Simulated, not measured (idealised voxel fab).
Proc. module: voxel self aligned contacts
For reference, the cross-section in this document is cut, with width 285 nm and square cells of 5 nm.
When this document writes out a cross-section, it uses a grid of square cells and lists it as bands, beginning at the top and moving down, with a band standing for one or more rows of cells. The entry gives the band's vertical extent as a top height and a bottom height in nm, then its horizontal make-up as materials from left to right, each with a width in nm. "blank" stands for empty space; a single material marked "edge to edge" fills the band edge to edge. Height 0 is the level under which the wafer as received is all one material. The lowest band goes on downwards, as in "0..down". Read "30..40" as a graded width: first number on top, second number at the bottom, same change between each pair of neighbouring rows. A step reported as "nothing was modified" is a step in which no cell of the cross-section changed. "Listed closed voids" - sealed voids, min. 8 cells, no opening to top; format: width x height at distance (distance from left edge; nm throughout). Post-settings text on a step line: simulator's own remark regarding the step. The "overlay nm" setting may appear on a step's line; for a step that uses a mask, it gives how far to the right of its planned position the mask lay, and a negative value indicates the left.
**The steps planned for the process are as follows**
| 1 | RECEIVE with material Si |
| 2 | OXIDIZE with depth nm 5 |
| 3 | DIRECTIONAL_DEP with material polySi, thk nm 20 |
| 4 | DIRECTIONAL_DEP with material SiN, thk nm 20 |
| 5 | MASKED_ETCH with tone cover, mask id GATE, width nm 35, pitch nm 80, etch materials SiN, depth nm 20, overlay nm 0 |
| 6 | MASKED_ETCH with tone cover, mask id GATE, width nm 35, pitch nm 80, etch materials polySi, depth nm 20, overlay nm 0 |
| 7 | CONFORMAL_DEP with material SiN, thk nm 10 |
| 8 | DIRECTIONAL_ETCH with etch materials SiN, depth nm 10 |
| 9 | FILL_DEP with material SiO2, thk nm 15 |
| 10 | CMP with height nm 45 |
| 11 | PATTERN with tone open, mask id CONTACT, material resist, width nm 65, thk nm 20, overlay nm 0 |
| 12 | DIRECTIONAL_ETCH with etch materials SiO2, depth nm 50 |
| 13 | STRIP with etch materials resist |
| 14 | CONFORMAL_DEP with material TiN, thk nm 5 |
| 15 | FILL_DEP with material Ru, thk nm 10 |
| 16 | CMP with height nm 45 |
| 17 | CONFORMAL_DEP with material SiCN, thk nm 5 |
**Cross-sectional view of the wafer in its as-received condition, corresponding to the state after step 1**
0..down: Si edge to edge
Listed closed voids: none
**Here's the cross-section of the first of our two wafers at the end of the module - it ran as planned**
50..45: SiCN edge to edge
45..40: SiO2: 110 / TiN: 25 / Ru: 15 / TiN: 25 / SiO2: 110
40..20: SiO2: 75 / SiN: 55 / TiN: 5 / Ru: 15 / TiN: 5 / SiN: 55 / SiO2: 75
20..0: SiO2: 75 / SiN: 10 / polySi: 35 / SiN: 10 / TiN: 5 / Ru: 15 / TiN: 5 / SiN: 10 / polySi: 35 / SiN: 10 / SiO2: 75
0..-5: SiO2: 130 / TiN: 25 / SiO2: 130
-5..down: Si edge to edge
Listed closed voids: none
**Presented here is a cross-section of the second of the two wafers as it stood at the end of the module. It was started in the same manner and assigned the same plan as the first wafer; however, one mistake was made in its execution**
50..45: SiN edge to edge
45..40: SiO2: 110 / TiN: 25 / Ru: 15 / TiN: 25 / SiO2: 110
40..20: SiO2: 75 / SiN: 55 / TiN: 5 / Ru: 15 / TiN: 5 / SiN: 55 / SiO2: 75
20..0: SiO2: 75 / SiN: 10 / polySi: 35 / SiN: 10 / TiN: 5 / Ru: 15 / TiN: 5 / SiN: 10 / polySi: 35 / SiN: 10 / SiO2: 75
0..-5: SiO2: 130 / TiN: 25 / SiO2: 130
-5..down: Si edge to edge
Listed closed voids: none
Plan not followed: step 17 deviated from plan and actually ran as CONFORMAL_DEP with material SiN, thk nm 5
In the final state, the cell counts of the second wafer exceed or fall short of those of the first for the following materials: 57 fewer of SiCN; 57 more of SiN
